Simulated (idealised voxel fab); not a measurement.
The name of this process module is voxel capacitor over wiring.
Pictured: cross-section cut, 150 nm wide, on a grid of 5 nm square cells.
Cross-section format: a grid of square cells, given as bands from top to bottom; each band is one or more rows of cells. This entry defines a band. It first specifies the height of the band's top and the height of its bottom in nm, and then specifies the band's materials from left to right, stating each material with its width in nm. The word "full width" identifies a single material that fills the band from edge to edge, while the word "air" identifies empty space. Height is counted from the level 0, under which the received wafer is composed throughout of one material. The lowest of the bands is not closed at the bottom but continues downward, in the notation "top 0, no bottom". When a width is written as two numbers, as in "30->40", the first number is the width in the top row of cells of the band and the second is the width in its bottom row, and the width changes by the same amount from each row to the next. It should be understood that the words "no alteration", when stated for a given step, signify that the cross-section underwent no change in any of its cells during that step. "Listed closed voids" enumerates empty spaces isolated from the top, with no open way to it, that contain at least 8 cells, giving each as width x height at distance from the left edge, all three in nm. Post-settings text on a step line: simulator's own remark regarding the step. "overlay nm" on a masked step: distance the mask lay right of its planned place, negative for left.
# The process steps that were planned are listed below
step 1: RECEIVE: material Si
step 2: CONFORMAL_DEP: material SiO2, thk nm 10
step 3: DIRECTIONAL_DEP: material TiN, thk nm 5
step 4: DIRECTIONAL_DEP: material W, thk nm 15
step 5: MASKED_ETCH: tone cover, mask id METAL_1, width nm 30, pitch nm 90, etch materials W, depth nm 15, overlay nm 0
step 6: MASKED_ETCH: tone cover, mask id METAL_1, width nm 30, pitch nm 90, etch materials TiN, depth nm 5, overlay nm 0
step 7: CONFORMAL_DEP: material SiCN, thk nm 5
step 8: FILL_DEP: material lowk, thk nm 5
step 9: CMP: height nm 30
step 10: CONFORMAL_DEP: material SiCN, thk nm 5
step 11: DIRECTIONAL_DEP: material lowk, thk nm 15
step 12: MASKED_ETCH: tone open, mask id PLUG_1, width nm 15, etch materials lowk, depth nm 15, overlay nm 0
step 13: MASKED_ETCH: tone open, mask id PLUG_1, width nm 15, etch materials SiCN, depth nm 5, overlay nm 0
step 14: EPI: material Ru, thk nm 10
step 15: EPI: material Ru, thk nm 10
step 16: DIRECTIONAL_DEP: material TiN, thk nm 10
step 17: DIRECTIONAL_DEP: material SiN, thk nm 5
step 18: DIRECTIONAL_DEP: material TiN, thk nm 10
step 19: DIRECTIONAL_DEP: material aC, thk nm 15
step 20: PATTERN: tone cover, mask id UPPER_PLATE, material resist, width nm 65, thk nm 35, overlay nm 0
step 21: DIRECTIONAL_ETCH: etch materials aC, depth nm 15
step 22: STRIP: etch materials resist
step 23: DIRECTIONAL_ETCH: etch materials TiN, depth nm 10
step 24: DIRECTIONAL_ETCH: etch materials SiN, depth nm 5
step 25: STRIP: etch materials aC
step 26: DIRECTIONAL_DEP: material aC, thk nm 15
step 27: PATTERN: tone cover, mask id LOWER_PLATE, material resist, width nm 75, thk nm 35, overlay nm 0
step 28: DIRECTIONAL_ETCH: etch materials aC, depth nm 15
step 29: STRIP: etch materials resist
step 30: DIRECTIONAL_ETCH: etch materials TiN, depth nm 10
step 31: STRIP: etch materials aC
step 32: FILL_DEP: material SiO2, thk nm 15
step 33: CMP: height nm 85
step 34: PATTERN: tone open, mask id PLUG_2, material resist, width nm 15, thk nm 20, overlay nm 0
step 35: DIRECTIONAL_ETCH: etch materials SiO2, depth nm 10
step 36: STRIP: etch materials resist
step 37: CONFORMAL_DEP: material TiN, thk nm 5
step 38: FILL_DEP: material Cu, thk nm 10
step 39: CMP: height nm 85
step 40: CONFORMAL_DEP: material SiCN, thk nm 5
# As-received wafer cross-section (after step 1)
* top 0, no bottom | Si full width
* Listed closed voids: none
# One mistake in running the module, otherwise start and plan as above: cross-section at the end
* top 90, bottom 85 | SiCN full width
* top 85, bottom 80 | SiO2 40, then TiN 5, then Cu 5, then TiN 5, then SiO2 95
* top 80, bottom 75 | SiO2 40, then TiN 15, then SiO2 95
* top 75, bottom 65 | SiO2 45, then TiN 50, then SiO2 55
* top 65, bottom 60 | SiO2 45, then SiN 50, then SiO2 55
* top 60, bottom 55 | SiO2 25, then TiN 5, then SiO2 15, then TiN 55, then SiO2 50
* top 55, bottom 50 | SiO2 25, then TiN 75, then SiO2 50
* top 50, bottom 45 | lowk 30, then TiN 15, then lowk 105
* top 45, bottom 40 | lowk 30, then SiN 15, then lowk 105
* top 40, bottom 35 | lowk 30, then TiN 15, then lowk 105
* top 35, bottom 30 | SiCN 30, then TiN 15, then SiCN 105
* top 30, bottom 25 | lowk full width
* top 25, bottom 20 | lowk 10, then SiCN 40, then lowk 50, then SiCN 40, then lowk 10
* top 20, bottom 5 | lowk 10, then SiCN 5, then W 30, then SiCN 5, then lowk 50, then SiCN 5, then W 30, then SiCN 5, then lowk 10
* top 5, bottom 0 | SiCN 15, then TiN 30, then SiCN 60, then TiN 30, then SiCN 15
* top 0, no bottom | Si full width
* Listed closed voids: none
What was done differently from what was planned? plan step 2 skipped
